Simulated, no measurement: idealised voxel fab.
process module | voxel self aligned contacts
cross-section cut | 260 nm wide | cells 5 nm
A cross-section is a grid of square cells, given in bands from the top down. A band is one or more rows of cells.
Each band's line starts with the height of the band's top and of its bottom, in nm. Then come its materials from left to right, each with its width in nm. One material with "throughout" fills the band from edge to edge. "air" is empty space.
Height 0 is the level under which the wafer as received is all one material. The lowest band goes on downwards, as in "0 down".
A width such as "30 to 40" changes by the same amount from each row of cells to the next, from the band's top row to its bottom row.
"no change" after a step means that no cell of the cross-section changed.
closed voids: empty space of 8 cells or more with no open way to the top, each as width x height at its distance from the left edge, in nm
after a step's settings: what the simulator itself notes on the step
overlay nm, on a step with a mask: how far to the right of its planned place the mask lay; to the left if negative
plan
1 op RECEIVE | material Si
2 op OXIDIZE | depth nm 5
3 op DIRECTIONAL_DEP | material polySi | thk nm 20
4 op DIRECTIONAL_DEP | material SiN | thk nm 20
5 op DIRECTIONAL_DEP | material aC | thk nm 15
6 op PATTERN | tone cover | mask id GATE | material resist | width nm 15 | pitch nm 50 | thk nm 30 | overlay nm 0
7 op DIRECTIONAL_ETCH | etch materials aC | depth nm 15
8 op STRIP | etch materials resist
9 op DIRECTIONAL_ETCH | etch materials SiN | depth nm 20
10 op DIRECTIONAL_ETCH | etch materials polySi | depth nm 20
11 op STRIP | etch materials aC
12 op CONFORMAL_DEP | material SiN | thk nm 5
13 op DIRECTIONAL_ETCH | etch materials SiN | depth nm 5
14 op FILL_DEP | material SiO2 | thk nm 15
15 op CMP | height nm 45
16 op DIRECTIONAL_DEP | material aC | thk nm 15
17 op PATTERN | tone open | mask id CONTACT | material resist | width nm 35 | thk nm 30 | overlay nm 0
18 op DIRECTIONAL_ETCH | etch materials aC | depth nm 15
19 op STRIP | etch materials resist
20 op DIRECTIONAL_ETCH | etch materials SiO2 | depth nm 50
21 op STRIP | etch materials aC
22 op CONFORMAL_DEP | material TiN | thk nm 5
23 op FILL_DEP | material W | thk nm 5
24 op CMP | height nm 45
25 op CONFORMAL_DEP | material SiN | thk nm 5
varied across the wafers: width nm of step 6. The plan shows the first wafer's value. All wafers start alike
first wafer as received, after step 1
  0 down: Si throughout
  closed voids: none
first wafer at the end, after step 25
  50 to 45: SiN throughout
  45 to 40: SiO2 110 | TiN 10 | W 15 | TiN 10 | SiO2 115
  40 to 20: SiO2 90 | SiN 25 | TiN 5 | W 15 | TiN 5 | SiN 25 | SiO2 95
  20 to 0: SiO2 90 | SiN 5 | polySi 15 | SiN 5 | TiN 5 | W 15 | TiN 5 | SiN 5 | polySi 15 | SiN 5 | SiO2 95
  0 to -5: SiO2 115 | TiN 25 | SiO2 120
  -5 down: Si throughout
  closed voids: none
last wafer at the end
  50 to 45: SiN throughout
  45 to 40: SiO2 110 | TiN 35 | SiO2 115
  40 to 20: SiO2 80 | SiN 45 | TiN 5 | SiN 45 | SiO2 85
  20 to 0: SiO2 80 | SiN 5 | polySi 35 | SiN 5 | TiN 5 | SiN 5 | polySi 35 | SiN 5 | SiO2 85
  0 to -5: SiO2 125 | TiN 5 | SiO2 130
  -5 down: Si throughout
  closed voids: none
each wafer at the end: cells of each material gained (+) or lost (-) since it was received, then its closed voids
width nm 15 | -52 Si | +108 SiN | +388 SiO2 | +25 TiN | +27 W | +24 polySi | closed voids: none
width nm 20 | -52 Si | +116 SiN | +381 SiO2 | +25 TiN | +18 W | +32 polySi | closed voids: none
width nm 25 | -52 Si | +124 SiN | +374 SiO2 | +25 TiN | +9 W | +40 polySi | closed voids: none
width nm 30 | -52 Si | +132 SiN | +367 SiO2 | +25 TiN | +48 polySi | closed voids: none
width nm 35 | -52 Si | +140 SiN | +360 SiO2 | +16 TiN | +56 polySi | closed voids: none
